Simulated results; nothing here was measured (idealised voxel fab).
The following is a process module called voxel self aligned contacts.
Section cut is 285 nm wide and gridded with 5 nm square cells.
A cross-section is a grid of square cells, given in bands from the top down. A band is one or more rows of cells.
Basically the band line says how high the top is and how high the bottom is, in nm, and then what's in it from left to right, every material with its width in nm. Empty space shows up as "blank", and if a single material carries "all across" it runs the full band edge to edge.
Below 0: as-received wafer, all one material; heights counted from there. Lowest band: no bottom, goes on down, written "0 -> down".
Per-row width for "30->40": begins at first number (top row of band), ends at second number (bottom row), increment between rows held constant.
"no change", as given for a step, is the statement that not any cell of the cross-section underwent a change during that step.
The list in "Trapped voids" covers empty spaces of 8 cells or more that cannot reach the top through any open way, and it gives each as width x height at distance; the distance is from the left edge, and width, height and distance are in nm.
Read whatever lies past the settings on a step's line as the simulator's own remark about the step.
overlay nm: where the mask lay relative to plan, measured to the right, on steps with a mask; negatives go left.
[The steps planned for the process are as follows]
- 1: op RECEIVE | material Si
- 2: op OXIDIZE | depth nm 5
- 3: op DIRECTIONAL_DEP | material polySi | thk nm 20
- 4: op DIRECTIONAL_DEP | material SiN | thk nm 20
- 5: op PATTERN | tone cover | mask id GATE | material resist | width nm 30 | pitch nm 65 | thk nm 20 | overlay nm 0
- 6: op DIRECTIONAL_ETCH | etch materials SiN | depth nm 20
- 7: op DIRECTIONAL_ETCH | etch materials polySi | depth nm 20
- 8: op STRIP | etch materials resist
- 9: op CONFORMAL_DEP | material SiN | thk nm 10
- 10: op DIRECTIONAL_ETCH | etch materials SiN | depth nm 10
- 11: op FILL_DEP | material SiO2 | thk nm 15
- 12: op CMP | height nm 50
- 13: op MASKED_ETCH | tone open | mask id CONTACT | width nm 45 | etch materials SiO2 | depth nm 55 | overlay nm 0
- 14: op CONFORMAL_DEP | material TiN | thk nm 5
- 15: op FILL_DEP | material W | thk nm 10
- 16: op CMP | height nm 50
- 17: op CONFORMAL_DEP | material SiN | thk nm 5
[As-received wafer cross-section (after step 1)]
- 0 -> down = Si all across
- Trapped voids: none
[Below is the wafer in cross-section after the module was completed. It began from the starting point shown above and followed the plan shown above, except that one mistake was made while running it]
- 55 -> 50 = SiN all across
- 50 -> 45 = 120 of SiO2, 5 of TiN, 35 of W, 5 of TiN, 120 of SiO2
- 45 -> 40 = 120 of SiO2, 45 of TiN, 120 of SiO2
- 40 -> 20 = 105 of SiN, 10 of SiO2, 55 of SiN, 10 of SiO2, 105 of SiN
- 20 -> 0 = 95 of polySi, 10 of SiN, 10 of SiO2, 10 of SiN, 35 of polySi, 10 of SiN, 10 of SiO2, 10 of SiN, 95 of polySi
- 0 -> -5 = SiO2 all across
- -5 -> down = Si all across
- Trapped voids: none
The mistake made against the process plan was this: in deviation from the planned setting, step 5 was conducted as op PATTERN | tone open | mask id GATE | material resist | width nm 30 | pitch nm 65 | thk nm 20 | overlay nm 0
